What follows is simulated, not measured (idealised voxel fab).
Process module name: voxel spacer lines
Pictured: cross-section cut, 295 nm wide, on a grid of 5 nm square cells.
Notation: cross-section as square-cell grid; stated in bands, top first, going down; one or more cell rows per band. This entry defines a band. It first specifies the height of the band's top and the height of its bottom in nm, and then specifies the band's materials from left to right, stating each material with its width in nm. The word "everywhere" identifies a single material that fills the band from edge to edge, while the word "blank" identifies empty space. Measure heights from 0. That's the level where, below it, the as-received wafer is all one material. The lowest band is bottomless and extends downward; write it as in "0 and below". It should be noted that a width expressed as "30->40" varies in equal increments from row to row of cells within the band, taking the value of the first number at the top row and that of the second number at the bottom row. Step note "no change" = no cross-section cell changed. "Closed-off voids" - sealed voids, min. 8 cells, no opening to top; format: width x height at distance (distance from left edge; nm throughout). On a step's line, text after the settings is the simulator commenting on that step. What "overlay nm" on a step's line means: if the step has a mask, that mask lay this far to the right of its planned place, or, when the value is negative, to the left.

# plan
- 1: RECEIVE, material Si
- 2: CONFORMAL_DEP, material SiO2, thk nm 5
- 3: DIRECTIONAL_DEP, material W, thk nm 15
- 4: DIRECTIONAL_DEP, material polySi, thk nm 20
- 5: PATTERN, tone cover, mask id MANDREL, material resist, width nm 15, pitch nm 60, thk nm 25, overlay nm 0
- 6: DIRECTIONAL_ETCH, etch materials polySi, depth nm 20
- 7: STRIP, etch materials resist
- 8: CONFORMAL_DEP, material SiN, thk nm 15
- 9: DIRECTIONAL_ETCH, etch materials SiN, depth nm 15
- 10: STRIP, etch materials polySi
- 11: DIRECTIONAL_ETCH, etch materials W, depth nm 15
- 12: STRIP, etch materials SiN

# First of two wafers: run as planned

# As-received state of the wafer in cross-section, equivalent to post-step 1
0 and below = Si everywhere
Closed-off voids: none

# Take a look at the wafer's cross-section after step 2
5 down to 0 = SiO2 everywhere
Note: structure below 0 unchanged.

# Take a look at the wafer's cross-section after step 3
20 down to 5 = W everywhere
Note: structure below 5 unchanged.

# Take a look at the wafer's cross-section after step 4
40 down to 20 = polySi everywhere
Note: structure below 20 unchanged.

# Take a look at the wafer's cross-section after step 5
65 down to 40 = blank=80  resist=15  blank=45  resist=15  blank=45  resist=15  blank=80
Note: structure below 40 unchanged.

# Take a look at the wafer's cross-section after step 6
65 down to 40 = blank=80  resist=15  blank=45  resist=15  blank=45  resist=15  blank=80
40 down to 20 = blank=80  polySi=15  blank=45  polySi=15  blank=45  polySi=15  blank=80
Note: structure below 20 unchanged.

# Take a look at the wafer's cross-section after step 7
40 down to 20 = blank=80  polySi=15  blank=45  polySi=15  blank=45  polySi=15  blank=80
Note: structure below 20 unchanged.

# Take a look at the wafer's cross-section after step 8
55 down to 40 = blank=65  SiN=45  blank=15  SiN=45  blank=15  SiN=45  blank=65
40 down to 35 = blank=65  SiN=15  polySi=15  SiN=15  blank=15  SiN=15  polySi=15  SiN=15  blank=15  SiN=15  polySi=15  SiN=15  blank=65
35 down to 20 = SiN=80  polySi=15  SiN=45  polySi=15  SiN=45  polySi=15  SiN=80
Note: structure below 20 unchanged.

# Take a look at the wafer's cross-section after step 9
40 down to 20 = blank=65  SiN=15  polySi=15  SiN=15  blank=15  SiN=15  polySi=15  SiN=15  blank=15  SiN=15  polySi=15  SiN=15  blank=65
Note: structure below 20 unchanged.

# Take a look at the wafer's cross-section after step 10
40 down to 20 = blank=65  SiN=15  blank=15  SiN=15  blank=15  SiN=15  blank=15  SiN=15  blank=15  SiN=15  blank=15  SiN=15  blank=65
Note: structure below 20 unchanged.

# Take a look at the wafer's cross-section after step 11
40 down to 20 = blank=65  SiN=15  blank=15  SiN=15  blank=15  SiN=15  blank=15  SiN=15  blank=15  SiN=15  blank=15  SiN=15  blank=65
20 down to 5 = blank=65  W=15  blank=15  W=15  blank=15  W=15  blank=15  W=15  blank=15  W=15  blank=15  W=15  blank=65
Note: structure below 5 unchanged.

# Take a look at the wafer's cross-section after step 12
20 down to 5 = blank=65  W=15  blank=15  W=15  blank=15  W=15  blank=15  W=15  blank=15  W=15  blank=15  W=15  blank=65
Note: structure below 5 unchanged.

# Second wafer. Start and plan as for the first. One mistake made in running. Agrees with the first up to and including step 4

# Planned end of step 5: second wafer, cross-section
65 down to 40 = resist=80  blank=15  resist=45  blank=15  resist=45  blank=15  resist=80
Note: structure below 40 unchanged.

# Planned end of step 6: second wafer, cross-section
65 down to 40 = resist=80  blank=15  resist=45  blank=15  resist=45  blank=15  resist=80
40 down to 20 = polySi=80  blank=15  polySi=45  blank=15  polySi=45  blank=15  polySi=80
Note: structure below 20 unchanged.

# Planned end of step 7: second wafer, cross-section
40 down to 20 = polySi=80  blank=15  polySi=45  blank=15  polySi=45  blank=15  polySi=80
Note: structure below 20 unchanged.

# Planned end of step 8: second wafer, cross-section
55 down to 40 = SiN everywhere
40 down to 20 = polySi=80  SiN=15  polySi=45  SiN=15  polySi=45  SiN=15  polySi=80
Note: structure below 20 unchanged.

# Planned end of step 9: second wafer, cross-section
40 down to 20 = polySi=80  SiN=15  polySi=45  SiN=15  polySi=45  SiN=15  polySi=80
Note: structure below 20 unchanged.

# Planned end of step 10: second wafer, cross-section
40 down to 20 = blank=80  SiN=15  blank=45  SiN=15  blank=45  SiN=15  blank=80
Note: structure below 20 unchanged.

# Planned end of step 11: second wafer, cross-section
40 down to 20 = blank=80  SiN=15  blank=45  SiN=15  blank=45  SiN=15  blank=80
20 down to 5 = blank=80  W=15  blank=45  W=15  blank=45  W=15  blank=80
Note: structure below 5 unchanged.

# Planned end of step 12: second wafer, cross-section
20 down to 5 = blank=80  W=15  blank=45  W=15  blank=45  W=15  blank=80
Note: structure below 5 unchanged.
What broke from the plan during processing? step 5 ran with different settings than intended, the actual operation and settings being PATTERN, tone open, mask id MANDREL, material resist, width nm 15, pitch nm 60, thk nm 25, overlay nm 0
End of process, cell counts, second wafer against first, materials with more or fewer: 27 fewer of W
